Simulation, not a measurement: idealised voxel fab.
Proc. module: voxel plated lines
This is section cut - it's 265 nm across, gridded in 5 nm square cells.
A cross-section in this document is a grid of square cells, and it is written down as bands, the top band listed before the ones below it; a band is made up of one or more rows of cells. Look at the band entry: it leads with the top's height and the bottom's height in nm. Then it lists the materials left to right, with a width in nm for each. The word "full width" on a single material says that material fills the band edge to edge. The word "air" is empty space. Heads up on the height convention: 0 is the point under which the incoming wafer is all one material, and the lowest band has no bottom, it just keeps going down, like "from 0 down". When a width is written as two numbers, as in "30 to 40", the first number is the width in the top row of cells of the band and the second is the width in its bottom row, and the width changes by the same amount from each row to the next. "nothing got changed" (step): cross-section cells unchanged, all of them. Enclosed voids (no open way to top), threshold 8 cells or more, entry "Cavities, sealed", notation width x height at distance, distance from left edge, nm. On each step's line, the part that comes after the settings is the simulator's own comment on the step. overlay nm: right-of-plan distance of the mask on a masked step; negative values mean left-of-plan.
Here's what the planned process steps look like
| 1 | RECEIVE, material Si |
| 2 | CONFORMAL_DEP, material Al2O3, thk nm 10 |
| 3 | DIRECTIONAL_DEP, material TiN, thk nm 5 |
| 4 | PATTERN, tone open, mask id LINES, material resist, width nm 15, pitch nm 45, thk nm 20, overlay nm 0 |
| 5 | EPI, material Ru, thk nm 5 |
| 6 | STRIP, etch materials resist |
| 7 | DIRECTIONAL_ETCH, etch materials TiN, depth nm 5 |
| 8 | CONFORMAL_DEP, material SiCN, thk nm 10 |
All wafers enter the flow in the same state. The width nm at step 4 differs from wafer to wafer, and the plan gives the value for the first wafer.
As-received state after step 1, first of several wafers, cross-section
* from 0 down = Si full width
* Cavities, sealed: none
Module end state after final step 8: cross-section of the first of several wafers
* from 30 to 20 = air 90 nm; SiCN 35 nm; air 10 nm; SiCN 35 nm; air 95 nm
* from 20 to 15 = SiCN 100 nm; Ru 15 nm; SiCN 30 nm; Ru 15 nm; SiCN 105 nm
* from 15 to 10 = SiCN 100 nm; TiN 15 nm; SiCN 30 nm; TiN 15 nm; SiCN 105 nm
* from 10 to 0 = Al2O3 full width
* from 0 down = Si full width
* Cavities, sealed: none
The final wafer, sectioned at module end
* from 30 to 20 = air 85 nm; SiCN 95 nm; air 85 nm
* from 20 to 15 = SiCN 95 nm; Ru 30 nm; SiCN 15 nm; Ru 30 nm; SiCN 95 nm
* from 15 to 10 = SiCN 95 nm; TiN 30 nm; SiCN 15 nm; TiN 30 nm; SiCN 95 nm
* from 10 to 0 = Al2O3 full width
* from 0 down = Si full width
* Cavities, sealed: none
Below is a per-wafer table. In it, each row describes the wafer at the end of the module by giving, for each material, the number of cells gained (+) or lost (-) since the wafer was received, and after that the closed voids of the wafer
width nm 15 | +106 Al2O3 | +6 Ru | +122 SiCN | +6 TiN | Cavities, sealed: none
width nm 20 | +106 Al2O3 | +8 Ru | +122 SiCN | +8 TiN | Cavities, sealed: none
width nm 25 | +106 Al2O3 | +10 Ru | +122 SiCN | +10 TiN | Cavities, sealed: none
width nm 30 | +106 Al2O3 | +12 Ru | +120 SiCN | +12 TiN | Cavities, sealed: none
